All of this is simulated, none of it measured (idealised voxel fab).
Proc. module: voxel wiring stack
It is cross-section cut that appears here, measuring 230 nm in width, its square cells being 5 nm in size.
Just so we're on the same page, the cross-sections are grids of square cells, and they're listed out in bands top to bottom, each band one or more rows deep.
First you get the band's top height and its bottom height, in nm, and then the materials it's made of, left to right, with each width in nm. If you see a single material with "edge to edge", that one covers the band edge to edge. "air" is empty space.
Zero point of the height axis is 0; under it, received wafer = one material. Lowest band: continues down indefinitely, "top 0, no bottom".
The width entry "30..40" should be interpreted row by row: the top row of cells in the band takes the first number, the bottom row takes the second number, and the change between adjacent rows is uniform throughout.
Given "nothing altered" for a step, no cell of the cross-section differs between before and after that step.
The label "Sealed void inventory" introduces a list of the empty spaces, 8 cells or larger, that have no open way up to the top; each entry in it reads width x height at distance, where the distance is taken from the left edge and all three are stated in nm.
Note: text after step settings on the step line = simulator remark on that step.
A step line may carry the setting "overlay nm", which, for steps involving a mask, states the distance by which the mask lay to the right of its intended position; negative values denote displacement to the left.

-- Planned process steps
step 1: RECEIVE with material Si
step 2: CONFORMAL_DEP with material SiO2, thk nm 10
step 3: DIRECTIONAL_DEP with material TiN, thk nm 5
step 4: DIRECTIONAL_DEP with material W, thk nm 25
step 5: DIRECTIONAL_DEP with material aC, thk nm 15
step 6: PATTERN with tone cover, mask id METAL_1, material resist, width nm 20, pitch nm 45, thk nm 35, overlay nm 0
step 7: DIRECTIONAL_ETCH with etch materials aC, depth nm 15
step 8: STRIP with etch materials resist
step 9: DIRECTIONAL_ETCH with etch materials W, depth nm 25
step 10: DIRECTIONAL_ETCH with etch materials TiN, depth nm 5
step 11: STRIP with etch materials aC
step 12: CONFORMAL_DEP with material SiCN, thk nm 5
step 13: FILL_DEP with material lowk, thk nm 5
step 14: CMP with height nm 40
step 15: CONFORMAL_DEP with material SiCN, thk nm 5
step 16: DIRECTIONAL_DEP with material SiO2, thk nm 25
step 17: MASKED_ETCH with tone open, mask id METAL_2, width nm 20, pitch nm 45, etch materials SiO2, depth nm 15, overlay nm 0
step 18: PATTERN with tone open, mask id METAL_2_HOLES, material resist, width nm 15, pitch nm 90, thk nm 15, overlay nm 0
step 19: DIRECTIONAL_ETCH with etch materials SiO2, depth nm 10
step 20: DIRECTIONAL_ETCH with etch materials SiCN, depth nm 5
step 21: STRIP with etch materials resist
step 22: CONFORMAL_DEP with material TiN, thk nm 5
step 23: FILL_DEP with material Cu, thk nm 5
step 24: CMP with height nm 70
step 25: CONFORMAL_DEP with material SiCN, thk nm 5

-- Wafer as received: cross-section following step 1
    top 0, no bottom | Si edge to edge
    Sealed void inventory: none

-- Figure: cross-sectional view of the wafer upon completion of the module, processed from the initial state and according to the plan depicted above, with one error introduced during execution
    top 75, bottom 70 | SiCN edge to edge
    top 70, bottom 60 | SiO2=35, then TiN=5, then Cu=10, then TiN=5, then SiO2=25, then TiN=5, then Cu=10, then TiN=5, then SiO2=25, then TiN=5, then Cu=10, then TiN=5, then SiO2=25, then TiN=5, then Cu=10, then TiN=5, then SiO2=40
    top 60, bottom 55 | SiO2=35, then TiN=5, then Cu=5, then TiN=10, then SiO2=25, then TiN=20, then SiO2=25, then TiN=5, then Cu=5, then TiN=10, then SiO2=25, then TiN=20, then SiO2=40
    top 55, bottom 45 | SiO2=35, then TiN=5, then Cu=5, then TiN=5, then SiO2=75, then TiN=5, then Cu=5, then TiN=5, then SiO2=90
    top 45, bottom 40 | SiCN=35, then TiN=15, then SiCN=75, then TiN=15, then SiCN=90
    top 40, bottom 35 | lowk edge to edge
    top 35, bottom 30 | lowk=30, then SiCN=30, then lowk=15, then SiCN=30, then lowk=15, then SiCN=30, then lowk=15, then SiCN=30, then lowk=35
    top 30, bottom 5 | lowk=30, then SiCN=5, then W=20, then SiCN=5, then lowk=15, then SiCN=5, then W=20, then SiCN=5, then lowk=15, then SiCN=5, then W=20, then SiCN=5, then lowk=15, then SiCN=5, then W=20, then SiCN=5, then lowk=35
    top 5, bottom 0 | SiCN=35, then TiN=20, then SiCN=25, then TiN=20, then SiCN=25, then TiN=20, then SiCN=25, then TiN=20, then SiCN=40
    top 0, no bottom | Si edge to edge
    Sealed void inventory: none
Finding, execution versus plan: yeah, step 2 of the plan got skipped, never ran
